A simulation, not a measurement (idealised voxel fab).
This is a process module. Its name is voxel transistor to metal.
Cross-section cut spans 155 nm and uses square cells 5 nm in size.
Cross-section layout: square cells on a grid; listed as bands, top to bottom; a band spans one or more cell rows.
Within each band entry, the heights of the top and of the bottom of the band appear first, in that order and in nm; the materials of the band then follow from left to right, each with its corresponding width in nm. The designation "full width" on a single material indicates that it fills the band from edge to edge; the designation "air" indicates empty space.
Height datum 0, below which the as-received substrate wafer is one material. Lowest band open at the bottom, running downward: "0 down".
With a width like "30..40", each row of cells in the band differs from the next by the same amount, the top row carrying the first number and the bottom row the second.
For the purposes of this document, the phrase "everything unchanged" attached to a step denotes that no cell within the cross-section was modified by that step.
"Voids, fully enclosed": empty spaces of 8 cells or more with no open way to the top, each given as width x height at distance, distance from the left edge, all in nm.
Past the settings on a step's line: simulator remark, on that step.
overlay nm: for a step with a mask, the amount by which the mask lay right of where it was planned; a negative amount means left of it.
Pairs from here to the end. Each: cross-section before one process step, cross-section after it, the latter only as far down as the lowest band that changed. Under each: the step between, and its settings. Mind that the pairs may be taken from different runs of this module on the same starting wafer; whether a pair continues from the pair above depends on its entry headed "Before processing", and it does only where that entry says so.
Before processing
    0 down: Si full width
    Voids, fully enclosed: none
Sectional View, Post-Process
    5 to 0: SiO2 full width
    Everything under 0 stays put, no change at all.
    Voids, fully enclosed: none
What was done to get from the before section above to the after section? CONFORMAL_DEP: material SiO2, thk nm 5
Before processing: this step begins from the cross-section that the pair just above shows after its step.
Sectional View, Post-Process
    20 to 5: SiN full width
    Everything under 5 stays put, no change at all.
    Voids, fully enclosed: none
What was done to get from the before section above to the after section? CONFORMAL_DEP: material SiN, thk nm 15
Before processing: this step begins from the cross-section that the pair just above shows after its step.
Sectional View, Post-Process
    20 to 5: air 15 nm | SiN 120 nm | air 20 nm
    Everything under 5 stays put, no change at all.
    Voids, fully enclosed: none
What was done to get from the before section above to the after section? MASKED_ETCH: tone cover, mask id ACTIVE, width nm 120, etch materials SiN, depth nm 15, overlay nm 0
Before processing: this step begins from the cross-section that the pair just above shows after its step.
Sectional View, Post-Process
    20 to 5: air 15 nm | SiN 120 nm | air 20 nm
    5 to 0: air 15 nm | SiO2 120 nm | air 20 nm
    Everything under 0 stays put, no change at all.
    Voids, fully enclosed: none
What was done to get from the before section above to the after section? MASKED_ETCH: tone cover, mask id ACTIVE, width nm 120, etch materials SiO2, depth nm 5, overlay nm 0
Before processing: this step begins from the cross-section that the pair just above shows after its step.
Sectional View, Post-Process
    20 to 5: air 15 nm | SiN 120 nm | air 20 nm
    5 to 0: air 15 nm | SiO2 120 nm | air 20 nm
    0 to -20: air 15 nm | Si 120 nm | air 20 nm
    Everything under -20 stays put, no change at all.
    Voids, fully enclosed: none
What was done to get from the before section above to the after section? MASKED_ETCH: tone cover, mask id ACTIVE, width nm 120, etch materials Si, depth nm 20, overlay nm 0
Before processing: this step begins from the cross-section that the pair just above shows after its step.
Sectional View, Post-Process
    25 to 20: SiO2 full width
    20 to 5: SiO2 15 nm | SiN 120 nm | SiO2 20 nm
    5 to 0: SiO2 full width
    0 to -20: SiO2 15 nm | Si 120 nm | SiO2 20 nm
    Everything under -20 stays put, no change at all.
    Voids, fully enclosed: none
What was done to get from the before section above to the after section? FILL_DEP: material SiO2, thk nm 5
Before processing: this step begins from the cross-section that the pair just above shows after its step.
Sectional View, Post-Process
    20 to 5: SiO2 15 nm | SiN 120 nm | SiO2 20 nm
    Everything under 5 stays put, no change at all.
    Voids, fully enclosed: none
What was done to get from the before section above to the after section? CMP: height nm 20
Before processing: this step begins from the cross-section that the pair just above shows after its step.
Sectional View, Post-Process
    20 to 10: air 15 nm | SiN 120 nm | air 20 nm
    Everything under 10 stays put, no change at all.
    Voids, fully enclosed: none
What was done to get from the before section above to the after section? SELECTIVE_ETCH: etch materials SiO2, depth nm 10
Before processing: this step begins from the cross-section that the pair just above shows after its step.
Sectional View, Post-Process
    10 to 5: SiO2 15 nm | air 120 nm | SiO2 20 nm
    Everything under 5 stays put, no change at all.
    Voids, fully enclosed: none
What was done to get from the before section above to the after section? STRIP: etch materials SiN
Before processing: this step begins from the cross-section that the pair just above shows after its step.
Sectional View, Post-Process
    5 to 0: SiO2 10 nm | air 130 nm | SiO2 15 nm
    Everything under 0 stays put, no change at all.
    Voids, fully enclosed: none
What was done to get from the before section above to the after section? SELECTIVE_ETCH: etch materials SiO2, depth nm 5
Before processing: this step begins from the cross-section that the pair just above shows after its step.
Sectional View, Post-Process
    5 to 0: SiO2 10 nm | air 130 nm | SiO2 15 nm
    0 to -5: SiO2 full width
    Everything under -5 stays put, no change at all.
    Voids, fully enclosed: none
What was done to get from the before section above to the after section? OXIDIZE: depth nm 5
Before processing: this step begins from the cross-section that the pair just above shows after its step.
Sectional View, Post-Process
    25 to 20: polySi 10 nm | air 130 nm | polySi 15 nm
    20 to 5: polySi full width
    5 to 0: SiO2 10 nm | polySi 130 nm | SiO2 15 nm
    Everything under 0 stays put, no change at all.
    Voids, fully enclosed: none
What was done to get from the before section above to the after section? DIRECTIONAL_DEP: material polySi, thk nm 20
Before processing: this step begins from the cross-section that the pair just above shows after its step.
Sectional View, Post-Process
    40 to 35: SiCN 10 nm | air 130 nm | SiCN 15 nm
    35 to 25: SiCN full width
    25 to 20: polySi 10 nm | SiCN 130 nm | polySi 15 nm
    Everything under 20 stays put, no change at all.
    Voids, fully enclosed: none
What was done to get from the before section above to the after section? DIRECTIONAL_DEP: material SiCN, thk nm 15
Before processing: this step begins from the cross-section that the pair just above shows after its step.
Sectional View, Post-Process
    55 to 40: air 60 nm | resist 30 nm | air 65 nm
    40 to 35: SiCN 10 nm | air 50 nm | resist 30 nm | air 50 nm | SiCN 15 nm
    Everything under 35 stays put, no change at all.
    Voids, fully enclosed: none
What was done to get from the before section above to the after section? PATTERN: tone cover, mask id GATE, material resist, width nm 30, thk nm 15, overlay nm 0
Before processing: this step begins from the cross-section that the pair just above shows after its step.
Sectional View, Post-Process
    55 to 35: air 60 nm | resist 30 nm | air 65 nm
    35 to 25: air 60 nm | SiCN 30 nm | air 65 nm
    25 to 20: polySi 10 nm | air 50 nm | SiCN 30 nm | air 50 nm | polySi 15 nm
    Everything under 20 stays put, no change at all.
    Voids, fully enclosed: none
What was done to get from the before section above to the after section? DIRECTIONAL_ETCH: etch materials SiCN, depth nm 25
Before processing: this step begins from the cross-section that the pair just above shows after its step.
Sectional View, Post-Process
    55 to 35: air 60 nm | resist 30 nm | air 65 nm
    35 to 20: air 60 nm | SiCN 30 nm | air 65 nm
    20 to 5: air 60 nm | polySi 30 nm | air 65 nm
    5 to 0: SiO2 10 nm | air 50 nm | polySi 30 nm | air 50 nm | SiO2 15 nm
    Everything under 0 stays put, no change at all.
    Voids, fully enclosed: none
What was done to get from the before section above to the after section? DIRECTIONAL_ETCH: etch materials polySi, depth nm 30
Before processing: this step begins from the cross-section that the pair just above shows after its step.
Sectional View, Post-Process
    35 to 20: air 60 nm | SiCN 30 nm | air 65 nm
    Everything under 20 stays put, no change at all.
    Voids, fully enclosed: none
What was done to get from the before section above to the after section? STRIP: etch materials resist
Before processing: this step begins from the cross-section that the pair just above shows after its step.
Sectional View, Post-Process
    40 to 35: air 55 nm | SiN 40 nm | air 60 nm
    35 to 20: air 55 nm | SiN 5 nm | SiCN 30 nm | SiN 5 nm | air 60 nm
    20 to 10: air 55 nm | SiN 5 nm | polySi 30 nm | SiN 5 nm | air 60 nm
    10 to 5: SiN 15 nm | air 40 nm | SiN 5 nm | polySi 30 nm | SiN 5 nm | air 40 nm | SiN 20 nm
    5 to 0: SiO2 10 nm | SiN 50 nm | polySi 30 nm | SiN 50 nm | SiO2 15 nm
    Everything under 0 stays put, no change at all.
    Voids, fully enclosed: none
What was done to get from the before section above to the after section? CONFORMAL_DEP: material SiN, thk nm 5
Before processing: this step begins from the cross-section that the pair just above shows after its step.
Sectional View, Post-Process
    35 to 20: air 55 nm | SiN 5 nm | SiCN 30 nm | SiN 5 nm | air 60 nm
    20 to 5: air 55 nm | SiN 5 nm | polySi 30 nm | SiN 5 nm | air 60 nm
    5 to 0: SiO2 10 nm | SiN 5 nm | air 40 nm | SiN 5 nm | polySi 30 nm | SiN 5 nm | air 40 nm | SiN 5 nm | SiO2 15 nm
    Everything under 0 stays put, no change at all.
    Voids, fully enclosed: none
What was done to get from the before section above to the after section? DIRECTIONAL_ETCH: etch materials SiN, depth nm 5
Before processing: this step begins from the cross-section that the pair just above shows after its step.
Sectional View, Post-Process
    35 to 20: air 55 nm | SiN 5 nm | SiCN 30 nm | SiN 5 nm | air 60 nm
    20 to 5: air 55 nm | SiN 5 nm | polySi 30 nm | SiN 5 nm | air 60 nm
    5 to 0: air 10 nm | SiN 5 nm | air 40 nm | SiN 5 nm | polySi 30 nm | SiN 5 nm | air 40 nm | SiN 5 nm | air 15 nm
    0 to -5: SiO2 15 nm | air 40 nm | SiO2 40 nm | air 40 nm | SiO2 20 nm
    Everything under -5 stays put, no change at all.
    Voids, fully enclosed: none
What was done to get from the before section above to the after section? DIRECTIONAL_ETCH: etch materials SiO2, depth nm 5
Before processing: this step begins from the cross-section that the pair just above shows after its step.
Sectional View, Post-Process
    35 to 20: air 55 nm | SiN 5 nm | SiCN 30 nm | SiN 5 nm | air 60 nm
    20 to 5: air 55 nm | SiN 5 nm | polySi 30 nm | SiN 5 nm | air 60 nm
    5 to 0: air 10 nm | SiN 5 nm | air 40 nm | SiN 5 nm | polySi 30 nm | SiN 5 nm | air 40 nm | SiN 5 nm | air 15 nm
    0 to -5: SiO2 15 nm | air 40 nm | SiO2 40 nm | air 40 nm | SiO2 20 nm
    -5 to -20: SiO2 15 nm | air 40 nm | Si 40 nm | air 40 nm | SiO2 20 nm
    Everything under -20 stays put, no change at all.
    Voids, fully enclosed: none
What was done to get from the before section above to the after section? DIRECTIONAL_ETCH: etch materials Si, depth nm 15
Before processing: this step begins from the cross-section that the pair just above shows after its step.
Sectional View, Post-Process
    35 to 20: air 55 nm | SiN 5 nm | SiCN 30 nm | SiN 5 nm | air 60 nm
    20 to 10: air 55 nm | SiN 5 nm | polySi 30 nm | SiN 5 nm | air 60 nm
    10 to 5: air 40 nm | SiGe 15 nm | SiN 5 nm | polySi 30 nm | SiN 5 nm | SiGe 15 nm | air 45 nm
    5 to 0: air 10 nm | SiN 5 nm | air 25 nm | SiGe 15 nm | SiN 5 nm | polySi 30 nm | SiN 5 nm | SiGe 15 nm | air 25 nm | SiN 5 nm | air 15 nm
    0 to -5: SiO2 15 nm | air 25 nm | SiGe 15 nm | SiO2 40 nm | SiGe 15 nm | air 25 nm | SiO2 20 nm
    -5 to -20: SiO2 15 nm | SiGe 40 nm | Si 40 nm | SiGe 40 nm | SiO2 20 nm
    Everything under -20 stays put, no change at all.
    Voids, fully enclosed: none
What was done to get from the before section above to the after section? EPI: material SiGe, thk nm 15
Before processing: this step begins from the cross-section that the pair just above shows after its step.
Sectional View, Post-Process
    45 to 35: SiO2 full width
    35 to 20: SiO2 55 nm | SiN 5 nm | SiCN 30 nm | SiN 5 nm | SiO2 60 nm
    20 to 10: SiO2 55 nm | SiN 5 nm | polySi 30 nm | SiN 5 nm | SiO2 60 nm
    10 to 5: SiO2 40 nm | SiGe 15 nm | SiN 5 nm | polySi 30 nm | SiN 5 nm | SiGe 15 nm | SiO2 45 nm
    5 to 0: SiO2 10 nm | SiN 5 nm | SiO2 25 nm | SiGe 15 nm | SiN 5 nm | polySi 30 nm | SiN 5 nm | SiGe 15 nm | SiO2 25 nm | SiN 5 nm | SiO2 15 nm
    0 to -5: SiO2 40 nm | SiGe 15 nm | SiO2 40 nm | SiGe 15 nm | SiO2 45 nm
    Everything under -5 stays put, no change at all.
    Voids, fully enclosed: none
What was done to get from the before section above to the after section? FILL_DEP: material SiO2, thk nm 10
Before processing: this step begins from the cross-section that the pair just above shows after its step.
Sectional View, Post-Process
    20 to 10: SiO2 55 nm | SiN 5 nm | polySi 30 nm | SiN 5 nm | SiO2 60 nm
    Everything under 10 stays put, no change at all.
    Voids, fully enclosed: none
What was done to get from the before section above to the after section? CMP: height nm 20
Before processing: this step begins from the cross-section that the pair just above shows after its step.
Sectional View, Post-Process
    20 to 10: SiO2 55 nm | SiN 5 nm | air 30 nm | SiN 5 nm | SiO2 60 nm
    10 to 5: SiO2 40 nm | SiGe 15 nm | SiN 5 nm | air 30 nm | SiN 5 nm | SiGe 15 nm | SiO2 45 nm
    5 to 0: SiO2 10 nm | SiN 5 nm | SiO2 25 nm | SiGe 15 nm | SiN 5 nm | air 30 nm | SiN 5 nm | SiGe 15 nm | SiO2 25 nm | SiN 5 nm | SiO2 15 nm
    Everything under 0 stays put, no change at all.
    Voids, fully enclosed: none
What was done to get from the before section above to the after section? STRIP: etch materials polySi
Before processing: this step begins from the cross-section that the pair just above shows after its step.
Sectional View, Post-Process
    20 to 15: air 55 nm | SiN 5 nm | air 30 nm | SiN 5 nm | air 60 nm
    15 to 10: SiO2 55 nm | SiN 5 nm | air 30 nm | SiN 5 nm | SiO2 60 nm
    10 to 5: SiO2 40 nm | SiGe 15 nm | SiN 5 nm | air 30 nm | SiN 5 nm | SiGe 15 nm | SiO2 45 nm
    5 to 0: SiO2 10 nm | SiN 5 nm | SiO2 25 nm | SiGe 15 nm | SiN 5 nm | air 30 nm | SiN 5 nm | SiGe 15 nm | SiO2 25 nm | SiN 5 nm | SiO2 15 nm
    0 to -5: SiO2 40 nm | SiGe 15 nm | air 40 nm | SiGe 15 nm | SiO2 45 nm
    Everything under -5 stays put, no change at all.
    Voids, fully enclosed: none
What was done to get from the before section above to the after section? SELECTIVE_ETCH: etch materials SiO2, depth nm 5
Before processing: this step begins from the cross-section that the pair just above shows after its step.
Sectional View, Post-Process
    25 to 20: air 50 nm | HfO2 15 nm | air 20 nm | HfO2 15 nm | air 55 nm
    20 to 15: HfO2 55 nm | SiN 5 nm | HfO2 5 nm | air 20 nm | HfO2 5 nm | SiN 5 nm | HfO2 60 nm
    15 to 10: SiO2 55 nm | SiN 5 nm | HfO2 5 nm | air 20 nm | HfO2 5 nm | SiN 5 nm | SiO2 60 nm
    10 to 5: SiO2 40 nm | SiGe 15 nm | SiN 5 nm | HfO2 5 nm | air 20 nm | HfO2 5 nm | SiN 5 nm | SiGe 15 nm | SiO2 45 nm
    5 to 0: SiO2 10 nm | SiN 5 nm | SiO2 25 nm | SiGe 15 nm | SiN 5 nm | HfO2 5 nm | air 20 nm | HfO2 5 nm | SiN 5 nm | SiGe 15 nm | SiO2 25 nm | SiN 5 nm | SiO2 15 nm
    0 to -5: SiO2 40 nm | SiGe 15 nm | HfO2 40 nm | SiGe 15 nm | SiO2 45 nm
    Everything under -5 stays put, no change at all.
    Voids, fully enclosed: none
What was done to get from the before section above to the after section? CONFORMAL_DEP: material HfO2, thk nm 5
Before processing: this step begins from the cross-section that the pair just above shows after its step.
Sectional View, Post-Process
    30 to 25: air 45 nm | TiN 25 nm | air 10 nm | TiN 25 nm | air 50 nm
    25 to 20: TiN 50 nm | HfO2 15 nm | TiN 5 nm | air 10 nm | TiN 5 nm | HfO2 15 nm | TiN 55 nm
    20 to 15: HfO2 55 nm | SiN 5 nm | HfO2 5 nm | TiN 5 nm | air 10 nm | TiN 5 nm | HfO2 5 nm | SiN 5 nm | HfO2 60 nm
    15 to 10: SiO2 55 nm | SiN 5 nm | HfO2 5 nm | TiN 5 nm | air 10 nm | TiN 5 nm | HfO2 5 nm | SiN 5 nm | SiO2 60 nm
    10 to 5: SiO2 40 nm | SiGe 15 nm | SiN 5 nm | HfO2 5 nm | TiN 5 nm | air 10 nm | TiN 5 nm | HfO2 5 nm | SiN 5 nm | SiGe 15 nm | SiO2 45 nm
    5 to 0: SiO2 10 nm | SiN 5 nm | SiO2 25 nm | SiGe 15 nm | SiN 5 nm | HfO2 5 nm | TiN 20 nm | HfO2 5 nm | SiN 5 nm | SiGe 15 nm | SiO2 25 nm | SiN 5 nm | SiO2 15 nm
    Everything under 0 stays put, no change at all.
    Voids, fully enclosed: none
What was done to get from the before section above to the after section? CONFORMAL_DEP: material TiN, thk nm 5
Before processing: this step begins from the cross-section that the pair just above shows after its step.
Sectional View, Post-Process
    40 to 30: W full width
    30 to 25: W 45 nm | TiN 25 nm | W 10 nm | TiN 25 nm | W 50 nm
    25 to 20: TiN 50 nm | HfO2 15 nm | TiN 5 nm | W 10 nm | TiN 5 nm | HfO2 15 nm | TiN 55 nm
    20 to 15: HfO2 55 nm | SiN 5 nm | HfO2 5 nm | TiN 5 nm | W 10 nm | TiN 5 nm | HfO2 5 nm | SiN 5 nm | HfO2 60 nm
    15 to 10: SiO2 55 nm | SiN 5 nm | HfO2 5 nm | TiN 5 nm | W 10 nm | TiN 5 nm | HfO2 5 nm | SiN 5 nm | SiO2 60 nm
    10 to 5: SiO2 40 nm | SiGe 15 nm | SiN 5 nm | HfO2 5 nm | TiN 5 nm | W 10 nm | TiN 5 nm | HfO2 5 nm | SiN 5 nm | SiGe 15 nm | SiO2 45 nm
    Everything under 5 stays put, no change at all.
    Voids, fully enclosed: none
What was done to get from the before section above to the after section? FILL_DEP: material W, thk nm 10
Before processing: this step begins from the cross-section that the pair just above shows after its step.
Sectional View, Post-Process
    15 to 10: SiO2 55 nm | SiN 5 nm | HfO2 5 nm | TiN 5 nm | W 10 nm | TiN 5 nm | HfO2 5 nm | SiN 5 nm | SiO2 60 nm
    Everything under 10 stays put, no change at all.
    Voids, fully enclosed: none
What was done to get from the before section above to the after section? CMP: height nm 15
Before processing: this step begins from the cross-section that the pair just above shows after its step.
Sectional View, Post-Process
    30 to 15: SiO2 full width
    Everything under 15 stays put, no change at all.
    Voids, fully enclosed: none
What was done to get from the before section above to the after section? DIRECTIONAL_DEP: material SiO2, thk nm 15
Before processing: this step begins from the cross-section that the pair just above shows after its step.
Sectional View, Post-Process
    50 to 30: resist 25 nm | air 20 nm | resist 60 nm | air 20 nm | resist 30 nm
    Everything under 30 stays put, no change at all.
    Voids, fully enclosed: none
What was done to get from the before section above to the after section? PATTERN: tone open, mask id CONTACT, material resist, width nm 20, pitch nm 80, thk nm 20, overlay nm 0
Before processing: this step begins from the cross-section that the pair just above shows after its step.
Sectional View, Post-Process
    50 to 30: resist 25 nm | air 20 nm | resist 60 nm | air 20 nm | resist 30 nm
    30 to 15: SiO2 25 nm | air 20 nm | SiO2 60 nm | air 20 nm | SiO2 30 nm
    15 to 10: SiO2 25 nm | air 20 nm | SiO2 10 nm | SiN 5 nm | HfO2 5 nm | TiN 5 nm | W 10 nm | TiN 5 nm | HfO2 5 nm | SiN 5 nm | SiO2 10 nm | air 20 nm | SiO2 30 nm
    10 to 5: SiO2 25 nm | air 15 nm | SiGe 15 nm | SiN 5 nm | HfO2 5 nm | TiN 5 nm | W 10 nm | TiN 5 nm | HfO2 5 nm | SiN 5 nm | SiGe 15 nm | air 15 nm | SiO2 30 nm
    5 to 0: SiO2 10 nm | SiN 5 nm | SiO2 10 nm | air 15 nm | SiGe 15 nm | SiN 5 nm | HfO2 5 nm | TiN 20 nm | HfO2 5 nm | SiN 5 nm | SiGe 15 nm | air 15 nm | SiO2 10 nm | SiN 5 nm | SiO2 15 nm
    0 to -5: SiO2 25 nm | air 15 nm | SiGe 15 nm | HfO2 40 nm | SiGe 15 nm | air 15 nm | SiO2 30 nm
    Everything under -5 stays put, no change at all.
    Voids, fully enclosed: none
What was done to get from the before section above to the after section? DIRECTIONAL_ETCH: etch materials SiO2, depth nm 35
Before processing: this step begins from the cross-section that the pair just above shows after its step.
Sectional View, Post-Process
    30 to 15: SiO2 25 nm | air 20 nm | SiO2 60 nm | air 20 nm | SiO2 30 nm
    Everything under 15 stays put, no change at all.
    Voids, fully enclosed: none
What was done to get from the before section above to the after section? STRIP: etch materials resist
Before processing: this step begins from the cross-section that the pair just above shows after its step.
Sectional View, Post-Process
    35 to 30: TiN 30 nm | air 10 nm | TiN 70 nm | air 10 nm | TiN 35 nm
    30 to 15: SiO2 25 nm | TiN 5 nm | air 10 nm | TiN 5 nm | SiO2 60 nm | TiN 5 nm | air 10 nm | TiN 5 nm | SiO2 30 nm
    15 to 10: SiO2 25 nm | TiN 5 nm | air 5 nm | TiN 10 nm | SiO2 10 nm | SiN 5 nm | HfO2 5 nm | TiN 5 nm | W 10 nm | TiN 5 nm | HfO2 5 nm | SiN 5 nm | SiO2 10 nm | TiN 10 nm | air 5 nm | TiN 5 nm | SiO2 30 nm
    10 to 5: SiO2 25 nm | TiN 5 nm | air 5 nm | TiN 5 nm | SiGe 15 nm | SiN 5 nm | HfO2 5 nm | TiN 5 nm | W 10 nm | TiN 5 nm | HfO2 5 nm | SiN 5 nm | SiGe 15 nm | TiN 5 nm | air 5 nm | TiN 5 nm | SiO2 30 nm
    5 to 0: SiO2 10 nm | SiN 5 nm | SiO2 10 nm | TiN 5 nm | air 5 nm | TiN 5 nm | SiGe 15 nm | SiN 5 nm | HfO2 5 nm | TiN 20 nm | HfO2 5 nm | SiN 5 nm | SiGe 15 nm | TiN 5 nm | air 5 nm | TiN 5 nm | SiO2 10 nm | SiN 5 nm | SiO2 15 nm
    0 to -5: SiO2 25 nm | TiN 15 nm | SiGe 15 nm | HfO2 40 nm | SiGe 15 nm | TiN 15 nm | SiO2 30 nm
    Everything under -5 stays put, no change at all.
    Voids, fully enclosed: none
What was done to get from the before section above to the after section? CONFORMAL_DEP: material TiN, thk nm 5
Before processing: this step begins from the cross-section that the pair just above shows after its step.
Sectional View, Post-Process
    40 to 35: W full width
    35 to 30: TiN 30 nm | W 10 nm | TiN 70 nm | W 10 nm | TiN 35 nm
    30 to 15: SiO2 25 nm | TiN 5 nm | W 10 nm | TiN 5 nm | SiO2 60 nm | TiN 5 nm | W 10 nm | TiN 5 nm | SiO2 30 nm
    15 to 10: SiO2 25 nm | TiN 5 nm | W 5 nm | TiN 10 nm | SiO2 10 nm | SiN 5 nm | HfO2 5 nm | TiN 5 nm | W 10 nm | TiN 5 nm | HfO2 5 nm | SiN 5 nm | SiO2 10 nm | TiN 10 nm | W 5 nm | TiN 5 nm | SiO2 30 nm
    10 to 5: SiO2 25 nm | TiN 5 nm | W 5 nm | TiN 5 nm | SiGe 15 nm | SiN 5 nm | HfO2 5 nm | TiN 5 nm | W 10 nm | TiN 5 nm | HfO2 5 nm | SiN 5 nm | SiGe 15 nm | TiN 5 nm | W 5 nm | TiN 5 nm | SiO2 30 nm
    5 to 0: SiO2 10 nm | SiN 5 nm | SiO2 10 nm | TiN 5 nm | W 5 nm | TiN 5 nm | SiGe 15 nm | SiN 5 nm | HfO2 5 nm | TiN 20 nm | HfO2 5 nm | SiN 5 nm | SiGe 15 nm | TiN 5 nm | W 5 nm | TiN 5 nm | SiO2 10 nm | SiN 5 nm | SiO2 15 nm
    Everything under 0 stays put, no change at all.
    Voids, fully enclosed: none
What was done to get from the before section above to the after section? FILL_DEP: material W, thk nm 5
Before processing: this step begins from the cross-section that the pair just above shows after its step.
Sectional View, Post-Process
    30 to 15: SiO2 25 nm | TiN 5 nm | W 10 nm | TiN 5 nm | SiO2 60 nm | TiN 5 nm | W 10 nm | TiN 5 nm | SiO2 30 nm
    Everything under 15 stays put, no change at all.
    Voids, fully enclosed: none
What was done to get from the before section above to the after section? CMP: height nm 30
Before processing: this step begins from the cross-section that the pair just above shows after its step.
Sectional View, Post-Process
    35 to 30: TiN full width
    Everything under 30 stays put, no change at all.
    Voids, fully enclosed: none
What was done to get from the before section above to the after section? DIRECTIONAL_DEP: material TiN, thk nm 5
Before processing: this step begins from the cross-section that the pair just above shows after its step.
Sectional View, Post-Process
    60 to 35: Ru full width
    Everything under 35 stays put, no change at all.
    Voids, fully enclosed: none
What was done to get from the before section above to the after section? DIRECTIONAL_DEP: material Ru, thk nm 25
Before processing: this step begins from the cross-section that the pair just above shows after its step.
Sectional View, Post-Process
    60 to 35: air 25 nm | Ru 20 nm | air 60 nm | Ru 20 nm | air 30 nm
    Everything under 35 stays put, no change at all.
    Voids, fully enclosed: none
What was done to get from the before section above to the after section? MASKED_ETCH: tone cover, mask id METAL_1, width nm 20, pitch nm 80, etch materials Ru, depth nm 25, overlay nm 0
Before processing: this step begins from the cross-section that the pair just above shows after its step.
Sectional View, Post-Process
    60 to 35: air 25 nm | Ru 20 nm | air 60 nm | Ru 20 nm | air 30 nm
    35 to 30: air 25 nm | TiN 20 nm | air 60 nm | TiN 20 nm | air 30 nm
    Everything under 30 stays put, no change at all.
    Voids, fully enclosed: none
What was done to get from the before section above to the after section? MASKED_ETCH: tone cover, mask id METAL_1, width nm 20, pitch nm 80, etch materials TiN, depth nm 5, overlay nm 0
Before processing: this step begins from the cross-section that the pair just above shows after its step.
Sectional View, Post-Process
    70 to 60: lowk full width
    60 to 35: lowk 25 nm | Ru 20 nm | lowk 60 nm | Ru 20 nm | lowk 30 nm
    35 to 30: lowk 25 nm | TiN 20 nm | lowk 60 nm | TiN 20 nm | lowk 30 nm
    Everything under 30 stays put, no change at all.
    Voids, fully enclosed: none
What was done to get from the before section above to the after section? FILL_DEP: material lowk, thk nm 10
Before processing: this step begins from the cross-section that the pair just above shows after its step.
Sectional View, Post-Process
    60 to 35: lowk 25 nm | Ru 20 nm | lowk 60 nm | Ru 20 nm | lowk 30 nm
    Everything under 35 stays put, no change at all.
    Voids, fully enclosed: none
What was done to get from the before section above to the after section? CMP: height nm 60
Before processing: this step begins from the cross-section that the pair just above shows after its step.
Sectional View, Post-Process
    65 to 60: SiCN full width
    Everything under 60 stays put, no change at all.
    Voids, fully enclosed: none
What was done to get from the before section above to the after section? CONFORMAL_DEP: material SiCN, thk nm 5
Before processing: this step begins from the cross-section that the pair just above shows after its step.
Sectional View, Post-Process
    100 to 65: SiO2 full width
    Everything under 65 stays put, no change at all.
    Voids, fully enclosed: none
What was done to get from the before section above to the after section? DIRECTIONAL_DEP: material SiO2, thk nm 35
Before processing: this step begins from the cross-section that the pair just above shows after its step.
Sectional View, Post-Process
    100 to 80: SiO2 25 nm | air 20 nm | SiO2 60 nm | air 20 nm | SiO2 30 nm
    Everything under 80 stays put, no change at all.
    Voids, fully enclosed: none
What was done to get from the before section above to the after section? MASKED_ETCH: tone open, mask id METAL_2, width nm 20, pitch nm 80, etch materials SiO2, depth nm 20, overlay nm 0
Before processing: this step begins from the cross-section that the pair just above shows after its step.
Sectional View, Post-Process
    110 to 100: aC 25 nm | air 20 nm | aC 60 nm | air 20 nm | aC 30 nm
    100 to 90: SiO2 25 nm | air 20 nm | SiO2 60 nm | air 20 nm | SiO2 30 nm
    90 to 80: SiO2 25 nm | aC 20 nm | SiO2 60 nm | aC 20 nm | SiO2 30 nm
    Everything under 80 stays put, no change at all.
    Voids, fully enclosed: none
What was done to get from the before section above to the after section? DIRECTIONAL_DEP: material aC, thk nm 10
Before processing: this step begins from the cross-section that the pair just above shows after its step.
Sectional View, Post-Process
    140 to 110: resist 25 nm | air 15 nm | resist 65 nm | air 15 nm | resist 35 nm
    110 to 100: aC 25 nm | air 15 nm | resist 5 nm | aC 60 nm | air 15 nm | resist 5 nm | aC 30 nm
    100 to 90: SiO2 25 nm | air 15 nm | resist 5 nm | SiO2 60 nm | air 15 nm | resist 5 nm | SiO2 30 nm
    Everything under 90 stays put, no change at all.
    Voids, fully enclosed: none
What was done to get from the before section above to the after section? PATTERN: tone open, mask id METAL_2_HOLES, material resist, width nm 15, pitch nm 80, thk nm 30, overlay nm 0
Before processing: this step begins from the cross-section that the pair just above shows after its step.
Sectional View, Post-Process
    130 to 110: resist 25 nm | air 15 nm | resist 65 nm | air 15 nm | resist 35 nm
    110 to 100: aC 25 nm | air 15 nm | resist 5 nm | aC 60 nm | air 15 nm | resist 5 nm | aC 30 nm
    100 to 90: SiO2 25 nm | air 15 nm | resist 5 nm | SiO2 60 nm | air 15 nm | resist 5 nm | SiO2 30 nm
    90 to 80: SiO2 25 nm | air 15 nm | aC 5 nm | SiO2 60 nm | air 15 nm | aC 5 nm | SiO2 30 nm
    Everything under 80 stays put, no change at all.
    Voids, fully enclosed: none
What was done to get from the before section above to the after section? DIRECTIONAL_ETCH: etch materials aC, depth nm 10
Before processing: this step begins from the cross-section that the pair just above shows after its step.
Sectional View, Post-Process
    110 to 100: aC 25 nm | air 20 nm | aC 60 nm | air 20 nm | aC 30 nm
    100 to 90: SiO2 25 nm | air 20 nm | SiO2 60 nm | air 20 nm | SiO2 30 nm
    Everything under 90 stays put, no change at all.
    Voids, fully enclosed: none
What was done to get from the before section above to the after section? STRIP: etch materials resist
Before processing: this step begins from the cross-section that the pair just above shows after its step.
Sectional View, Post-Process
    110 to 100: aC 25 nm | air 20 nm | aC 60 nm | air 20 nm | aC 30 nm
    100 to 90: SiO2 25 nm | air 20 nm | SiO2 60 nm | air 20 nm | SiO2 30 nm
    90 to 80: SiO2 25 nm | air 15 nm | aC 5 nm | SiO2 60 nm | air 15 nm | aC 5 nm | SiO2 30 nm
    80 to 65: SiO2 25 nm | air 15 nm | SiO2 65 nm | air 15 nm | SiO2 35 nm
    Everything under 65 stays put, no change at all.
    Voids, fully enclosed: none
What was done to get from the before section above to the after section? DIRECTIONAL_ETCH: etch materials SiO2, depth nm 15
Before processing: this step begins from the cross-section that the pair just above shows after its step.
Sectional View, Post-Process
    110 to 100: aC 25 nm | air 20 nm | aC 60 nm | air 20 nm | aC 30 nm
    100 to 90: SiO2 25 nm | air 20 nm | SiO2 60 nm | air 20 nm | SiO2 30 nm
    90 to 80: SiO2 25 nm | air 15 nm | aC 5 nm | SiO2 60 nm | air 15 nm | aC 5 nm | SiO2 30 nm
    80 to 65: SiO2 25 nm | air 15 nm | SiO2 65 nm | air 15 nm | SiO2 35 nm
    65 to 60: SiCN 25 nm | air 15 nm | SiCN 65 nm | air 15 nm | SiCN 35 nm
    Everything under 60 stays put, no change at all.
    Voids, fully enclosed: none
What was done to get from the before section above to the after section? DIRECTIONAL_ETCH: etch materials SiCN, depth nm 5
Before processing: this step begins from the cross-section that the pair just above shows after its step.
Sectional View, Post-Process
    100 to 80: SiO2 25 nm | air 20 nm | SiO2 60 nm | air 20 nm | SiO2 30 nm
    Everything under 80 stays put, no change at all.
    Voids, fully enclosed: none
What was done to get from the before section above to the after section? STRIP: etch materials aC
